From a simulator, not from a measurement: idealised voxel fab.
process module | voxel released beams
cross-section cut | 190 nm wide | cells 5 nm
A cross-section is a grid of square cells, given in bands from the top down. A band is one or more rows of cells.
Each band's line starts with the height of the band's top and of its bottom, in nm. Then come its materials from left to right, each with its width in nm. One material with "throughout" fills the band from edge to edge. "air" is empty space.
Height 0 is the level under which the wafer as received is all one material. The lowest band goes on downwards, as in "0 down".
A width such as "30 to 40" changes by the same amount from each row of cells to the next, from the band's top row to its bottom row.
"no change" after a step means that no cell of the cross-section changed.
closed voids: empty space of 8 cells or more with no open way to the top, each as width x height at its distance from the left edge, in nm
after a step's settings: what the simulator itself notes on the step
overlay nm, on a step with a mask: how far to the right of its planned place the mask lay; to the left if negative
plan
1 op RECEIVE | material Si
2 op CONFORMAL_DEP | material Al2O3 | thk nm 5
3 op DIRECTIONAL_DEP | material SiO2 | thk nm 20
4 op MASKED_ETCH | tone open | mask id ANCHOR | width nm 35 | etch materials SiO2 | depth nm 20 | overlay nm 0
5 op CONFORMAL_DEP | material W | thk nm 15
6 op DIRECTIONAL_DEP | material aC | thk nm 10
7 op PATTERN | tone cover | mask id BEAM | material resist | width nm 115 | thk nm 25 | overlay nm 0
8 op DIRECTIONAL_ETCH | etch materials aC | depth nm 10
9 op STRIP | etch materials resist
10 op DIRECTIONAL_ETCH | etch materials W | depth nm 15
11 op STRIP | etch materials aC
12 op STRIP | etch materials SiO2
first wafer, as planned
as received, after step 1
  0 down: Si throughout
  closed voids: none
after step 2
  5 to 0: Al2O3 throughout
  below 0: unchanged
after step 3
  25 to 5: SiO2 throughout
  below 5: unchanged
after step 4
  25 to 5: SiO2 40 | air 35 | SiO2 115
  below 5: unchanged
after step 5
  40 to 25: W 55 | air 5 | W 130
  25 to 20: SiO2 40 | W 15 | air 5 | W 15 | SiO2 115
  20 to 5: SiO2 40 | W 35 | SiO2 115
  below 5: unchanged
after step 6
  50 to 40: aC 55 | air 5 | aC 130
  40 to 30: W 55 | air 5 | W 130
  30 to 25: W 55 | aC 5 | W 130
  25 to 20: SiO2 40 | W 15 | aC 5 | W 15 | SiO2 115
  below 20: unchanged
after step 7
  75 to 50: air 35 | resist 115 | air 40
  50 to 40: aC 55 | resist 5 | aC 130
  40 to 30: W 55 | resist 5 | W 130
  below 30: unchanged
after step 8
  65 to 50: air 35 | resist 115 | air 40
  50 to 40: air 35 | aC 20 | resist 5 | aC 90 | air 40
  below 40: unchanged
after step 9
  50 to 40: air 35 | aC 20 | air 5 | aC 90 | air 40
  40 to 30: W 55 | air 5 | W 130
  below 30: unchanged
after step 10
  50 to 40: air 35 | aC 20 | air 5 | aC 90 | air 40
  40 to 30: air 35 | W 20 | air 5 | W 90 | air 40
  30 to 25: air 35 | W 20 | aC 5 | W 90 | air 40
  below 25: unchanged
after step 11
  40 to 25: air 35 | W 20 | air 5 | W 90 | air 40
  25 to 20: SiO2 40 | W 15 | air 5 | W 15 | SiO2 115
  below 20: unchanged
after step 12
  40 to 25: air 35 | W 20 | air 5 | W 90 | air 40
  25 to 20: air 40 | W 15 | air 5 | W 15 | air 115
  20 to 5: air 40 | W 35 | air 115
  below 5: unchanged
second wafer: like start, like plan, one mistake. Through step 1 it matches the first wafer
when step 2 should have ended: no change
when step 3 should have ended
  20 to 0: SiO2 throughout
  below 0: unchanged
when step 4 should have ended
  20 to 0: SiO2 40 | air 35 | SiO2 115
  below 0: unchanged
when step 5 should have ended
  35 to 20: W 55 | air 5 | W 130
  20 to 15: SiO2 40 | W 15 | air 5 | W 15 | SiO2 115
  15 to 0: SiO2 40 | W 35 | SiO2 115
  below 0: unchanged
when step 6 should have ended
  45 to 35: aC 55 | air 5 | aC 130
  35 to 25: W 55 | air 5 | W 130
  25 to 20: W 55 | aC 5 | W 130
  20 to 15: SiO2 40 | W 15 | aC 5 | W 15 | SiO2 115
  below 15: unchanged
when step 7 should have ended
  70 to 45: air 35 | resist 115 | air 40
  45 to 35: aC 55 | resist 5 | aC 130
  35 to 25: W 55 | resist 5 | W 130
  below 25: unchanged
when step 8 should have ended
  60 to 45: air 35 | resist 115 | air 40
  45 to 35: air 35 | aC 20 | resist 5 | aC 90 | air 40
  below 35: unchanged
when step 9 should have ended
  45 to 35: air 35 | aC 20 | air 5 | aC 90 | air 40
  35 to 25: W 55 | air 5 | W 130
  below 25: unchanged
when step 10 should have ended
  45 to 35: air 35 | aC 20 | air 5 | aC 90 | air 40
  35 to 25: air 35 | W 20 | air 5 | W 90 | air 40
  25 to 20: air 35 | W 20 | aC 5 | W 90 | air 40
  below 20: unchanged
when step 11 should have ended
  35 to 20: air 35 | W 20 | air 5 | W 90 | air 40
  20 to 15: SiO2 40 | W 15 | air 5 | W 15 | SiO2 115
  below 15: unchanged
when step 12 should have ended
  35 to 20: air 35 | W 20 | air 5 | W 90 | air 40
  20 to 15: air 40 | W 15 | air 5 | W 15 | air 115
  15 to 0: air 40 | W 35 | air 115
  below 0: unchanged
what went wrong: step 2 was left out
at the end the second wafer has, in cells: 38 fewer of Al2O3
